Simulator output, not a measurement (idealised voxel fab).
Module name: voxel self aligned vias (process module)
Displayed cross-section: cut, width of 145 nm, square cells sized 5 nm.
Square cells in a grid make up a cross-section in this document, and the grid is given as bands, listed from the top down, each one or more rows of cells. In this notation a band is specified by the heights of its top and bottom, in that order and in nm, after which its materials appear from left to right, each paired with its width in nm. The word "edge to edge" attached to a single material means that material fills the band from edge to edge; the word "blank" stands for empty space. Height reference: 0 = level under which incoming wafer is all one material. Lowest band: no bottom, runs on downward, e.g. "0 and below". A width such as "30->40" changes by the same amount from each row of cells to the next, from the band's top row to its bottom row. "no change occurred" (step): cross-section cells unchanged, all of them. The label "Enclosed void inventory" introduces a list of the empty spaces, 8 cells or larger, that have no open way up to the top; each entry in it reads width x height at distance, where the distance is taken from the left edge and all three are stated in nm. Read whatever lies past the settings on a step's line as the simulator's own remark about the step. For masked steps, "overlay nm" on the step line gives how far right of plan the mask actually lay; a minus sign means it lay to the left.

Set out below are the planned steps of the process
1: RECEIVE [material Si]
2: CONFORMAL_DEP [material SiO2] [thk nm 15]
3: CONFORMAL_DEP [material SiCN] [thk nm 5]
4: DIRECTIONAL_DEP [material SiO2] [thk nm 20]
5: PATTERN [tone open] [mask id LINES] [material resist] [width nm 20] [pitch nm 50] [thk nm 20] [overlay nm 0]
6: DIRECTIONAL_ETCH [etch materials SiO2] [depth nm 20]
7: STRIP [etch materials resist]
8: CONFORMAL_DEP [material TiN] [thk nm 5]
9: FILL_DEP [material Ru] [thk nm 10]
10: CMP [height nm 40]
11: SELECTIVE_ETCH [etch materials W Ru TiN] [depth nm 5]
12: FILL_DEP [material SiN] [thk nm 5]
13: CMP [height nm 40]
14: DIRECTIONAL_DEP [material SiO2] [thk nm 15]
15: PATTERN [tone open] [mask id VIAS] [material resist] [width nm 30] [pitch nm 50] [thk nm 20] [overlay nm 0]
16: DIRECTIONAL_ETCH [etch materials SiO2] [depth nm 15]
17: DIRECTIONAL_ETCH [etch materials SiN] [depth nm 5]
18: STRIP [etch materials resist]
19: CONFORMAL_DEP [material TiN] [thk nm 5]
20: FILL_DEP [material W] [thk nm 10]
21: CMP [height nm 55]
22: CONFORMAL_DEP [material SiCN] [thk nm 5]

Cross-section: wafer on arrival = after step 1
0 and below: Si edge to edge
Enclosed void inventory: none

Cross-section taken at module completion on the first of two wafers; processed per the plan
60 down to 55: SiCN edge to edge
55 down to 45: 30 nm SiO2 / 5 nm TiN / 20 nm W / 5 nm TiN / 20 nm SiO2 / 5 nm TiN / 20 nm W / 5 nm TiN / 35 nm SiO2
45 down to 40: 30 nm SiO2 / 10 nm TiN / 10 nm W / 10 nm TiN / 20 nm SiO2 / 10 nm TiN / 10 nm W / 10 nm TiN / 35 nm SiO2
40 down to 35: 35 nm SiO2 / 20 nm TiN / 30 nm SiO2 / 20 nm TiN / 40 nm SiO2
35 down to 25: 35 nm SiO2 / 5 nm TiN / 10 nm Ru / 5 nm TiN / 30 nm SiO2 / 5 nm TiN / 10 nm Ru / 5 nm TiN / 40 nm SiO2
25 down to 20: 35 nm SiO2 / 20 nm TiN / 30 nm SiO2 / 20 nm TiN / 40 nm SiO2
20 down to 15: SiCN edge to edge
15 down to 0: SiO2 edge to edge
0 and below: Si edge to edge
Enclosed void inventory: none

Here is the second of the two wafers cut open at the end of the module - same start, same plan as the first one, but we made one mistake running it
60 down to 55: SiCN edge to edge
55 down to 45: 30 nm SiO2 / 5 nm TiN / 20 nm W / 5 nm TiN / 20 nm SiO2 / 5 nm TiN / 20 nm W / 5 nm TiN / 35 nm SiO2
45 down to 40: 30 nm SiO2 / 10 nm TiN / 10 nm W / 10 nm TiN / 20 nm SiO2 / 10 nm TiN / 10 nm W / 10 nm TiN / 35 nm SiO2
40 down to 35: 35 nm SiO2 / 20 nm TiN / 30 nm SiO2 / 20 nm TiN / 40 nm SiO2
35 down to 25: 35 nm SiO2 / 5 nm TiN / 10 nm Ru / 5 nm TiN / 30 nm SiO2 / 5 nm TiN / 10 nm Ru / 5 nm TiN / 40 nm SiO2
25 down to 20: 35 nm SiO2 / 20 nm TiN / 30 nm SiO2 / 20 nm TiN / 40 nm SiO2
20 down to 5: SiO2 edge to edge
5 down to 0: SiCN edge to edge
0 and below: Si edge to edge
Enclosed void inventory: none
Diagnosis: contrary to the plan, steps 2 and 3 were processed in exchanged order
At the close, every material occupies the same number of cells on the second wafer as on the first, only in different positions.
